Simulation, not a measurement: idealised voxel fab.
This is a process module. Its name is voxel released beams.
Each square cell in cross-section cut measures 5 nm, and the section as a whole is 245 nm wide.
Notation: cross-section as square-cell grid; stated in bands, top first, going down; one or more cell rows per band.
Top height, bottom height, nm. Materials left to right, width each, nm. Single material + "throughout" = fills band edge to edge. "air" = empty.
Height 0 is the level under which the wafer as received is all one material. The lowest band goes on downwards, as in "z 0 and below".
Top row gets the first number, bottom row gets the second, and each row in between changes by the same step: that is how a band width like "30..40" works.
You'll sometimes find "no change" written for a step, and that's the way of saying that nowhere in the cross-section did a cell change during that step.
This entry, "Sealed internal voids", enumerates those empty regions of no fewer than 8 cells that possess no open connection to the top. Each region is reported in the form width x height at distance, the distance being taken from the left edge, with all three quantities expressed in nm.
after a step's settings: what the simulator itself notes on the step
"overlay nm" denotes, for a step that has a mask, the displacement of the mask to the right of its planned place, with negative values corresponding to the left.
Process steps - plan
| 1 | RECEIVE | material Si |
| 2 | CONFORMAL_DEP | material SiN | thk nm 10 |
| 3 | DIRECTIONAL_DEP | material SiO2 | thk nm 15 |
| 4 | PATTERN | tone open | mask id ANCHOR | material resist | width nm 45 | thk nm 15 | overlay nm 0 |
| 5 | DIRECTIONAL_ETCH | etch materials SiO2 | depth nm 15 |
| 6 | STRIP | etch materials resist |
| 7 | CONFORMAL_DEP | material TiN | thk nm 15 |
| 8 | PATTERN | tone cover | mask id BEAM | material resist | width nm 95 | thk nm 15 | overlay nm 0 |
| 9 | DIRECTIONAL_ETCH | etch materials TiN | depth nm 15 |
| 10 | STRIP | etch materials resist |
| 11 | STRIP | etch materials SiO2 |
Incoming wafer, cross-sectional view, post step 1
  z 0 and below | Si throughout
  Sealed internal voids: none
Cross-section: first of two wafers, module finished, run according to plan
  z 40 to 25 | 70 nm air / 20 nm TiN / 15 nm air / 60 nm TiN / 80 nm air
  z 25 to 10 | 75 nm air / 45 nm TiN / 125 nm air
  z 10 to 0 | SiN throughout
  z 0 and below | Si throughout
  Sealed internal voids: none
So this is wafer number two of the two, cut at the end of the module - it started where the first did and had the same plan, we just got one thing wrong running it
  z 40 to 25 | 70 nm air / 95 nm TiN / 80 nm air
  z 25 to 15 | SiN throughout
  z 15 to 0 | SiO2 throughout
  z 0 and below | Si throughout
  Sealed internal voids: none
What was done differently from what was planned? step 2 ran in the slot meant for step 3, and vice versa
Wrapping up, a cell-based count of both wafers puts the second over or under the first for these materials: +147 SiO2 | -18 TiN
